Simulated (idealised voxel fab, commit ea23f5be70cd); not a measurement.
The following is a process module called voxel self aligned vias.
Section cut is 300 nm wide and gridded with 5 nm square cells.
Square cells in a grid make up a cross-section in this document, and the grid is given as bands, listed from the top down, each one or more rows of cells. Band: top height; bottom height; in nm. Then, left to right: material with width in nm, for each material. "throughout": a single material spanning edge to edge. "empty": empty space. Height is counted from the level 0, under which the received wafer is composed throughout of one material. The lowest of the bands is not closed at the bottom but continues downward, in the notation "0 nm and below". Note: "30->40" means the width goes from the first number (top row of the band) to the second number (bottom row) in equal steps per row of cells. "nothing altered", as given for a step, is the statement that not any cell of the cross-section underwent a change during that step. In the "Sealed internal cavities" entry, you get each enclosed empty space of 8 cells or more, one with no open way to the top, written width x height at distance, distance from the left edge, in nm. If you see something after the settings on a step's line, that's the simulator's own remark about that step. "overlay nm", when on a step's line for a step with a mask, measures how far to the right of its planned place the mask lay; a negative measure means to the left.

**Process steps (planned)**
1) RECEIVE,material Si
2) CONFORMAL_DEP,material SiO2,thk nm 15
3) CONFORMAL_DEP,material SiCN,thk nm 5
4) DIRECTIONAL_DEP,material lowk,thk nm 30
5) MASKED_ETCH,tone open,mask id LINES,width nm 20,pitch nm 60,etch materials lowk,depth nm 30,overlay nm 0
6) CONFORMAL_DEP,material TiN,thk nm 5
7) FILL_DEP,material Ru,thk nm 10
8) CMP,height nm 50
9) SELECTIVE_ETCH,etch materials W Ru TiN,depth nm 5
10) FILL_DEP,material SiN,thk nm 10
11) CMP,height nm 50
12) DIRECTIONAL_DEP,material lowk,thk nm 20
13) MASKED_ETCH,tone open,mask id VIAS,width nm 30,pitch nm 60,etch materials lowk,depth nm 20,overlay nm 0
14) MASKED_ETCH,tone open,mask id VIAS,width nm 30,pitch nm 60,etch materials SiN,depth nm 5,overlay nm 0
15) CONFORMAL_DEP,material TiN,thk nm 5
16) FILL_DEP,material Cu,thk nm 10
17) CMP,height nm 70
18) CONFORMAL_DEP,material SiN,thk nm 5

**Step 1 complete: cross-section of the wafer as received**
	0 nm and below = Si throughout
	Sealed internal cavities: none

**Sectioned view, first of two wafers, at the close of the module, processed as intended in the plan**
	75 nm to 70 nm = SiN throughout
	70 nm to 55 nm = lowk (75)  TiN (5)  Cu (20)  TiN (5)  lowk (30)  TiN (5)  Cu (20)  TiN (5)  lowk (30)  TiN (5)  Cu (20)  TiN (5)  lowk (75)
	55 nm to 50 nm = lowk (75)  TiN (10)  Cu (10)  TiN (10)  lowk (30)  TiN (10)  Cu (10)  TiN (10)  lowk (30)  TiN (10)  Cu (10)  TiN (10)  lowk (75)
	50 nm to 45 nm = lowk (80)  TiN (20)  lowk (40)  TiN (20)  lowk (40)  TiN (20)  lowk (80)
	45 nm to 25 nm = lowk (80)  TiN (5)  Ru (10)  TiN (5)  lowk (40)  TiN (5)  Ru (10)  TiN (5)  lowk (40)  TiN (5)  Ru (10)  TiN (5)  lowk (80)
	25 nm to 20 nm = lowk (80)  TiN (20)  lowk (40)  TiN (20)  lowk (40)  TiN (20)  lowk (80)
	20 nm to 15 nm = SiCN throughout
	15 nm to 0 nm = SiO2 throughout
	0 nm and below = Si throughout
	Sealed internal cavities: none

**Wafer two, end of module, cross-section. Same start, same plan as wafer one. One mistake in the run**
	75 nm to 70 nm = SiN throughout
	70 nm to 55 nm = lowk (75)  TiN (5)  Cu (20)  TiN (5)  lowk (30)  TiN (5)  Cu (20)  TiN (5)  lowk (30)  TiN (5)  Cu (20)  TiN (5)  lowk (75)
	55 nm to 50 nm = lowk (75)  TiN (10)  Cu (10)  TiN (10)  lowk (30)  TiN (10)  Cu (10)  TiN (10)  lowk (30)  TiN (10)  Cu (10)  TiN (10)  lowk (75)
	50 nm to 45 nm = lowk (80)  TiN (20)  lowk (40)  TiN (20)  lowk (40)  TiN (20)  lowk (80)
	45 nm to 40 nm = lowk (80)  TiN (5)  Ru (10)  TiN (5)  lowk (40)  TiN (5)  Ru (10)  TiN (5)  lowk (40)  TiN (5)  Ru (10)  TiN (5)  lowk (80)
	40 nm to 35 nm = lowk (80)  TiN (20)  lowk (40)  TiN (20)  lowk (40)  TiN (20)  lowk (80)
	35 nm to 30 nm = SiCN throughout
	30 nm to 0 nm = SiO2 throughout
	0 nm and below = Si throughout
	Sealed internal cavities: none
What went wrong in running the wafer? twice over, step 2 of the plan was run
At the finish, the second wafer shows more or fewer cells for some materials than the first does: 18 fewer of Ru | 180 more of SiO2 | 18 fewer of TiN | 144 fewer of lowk
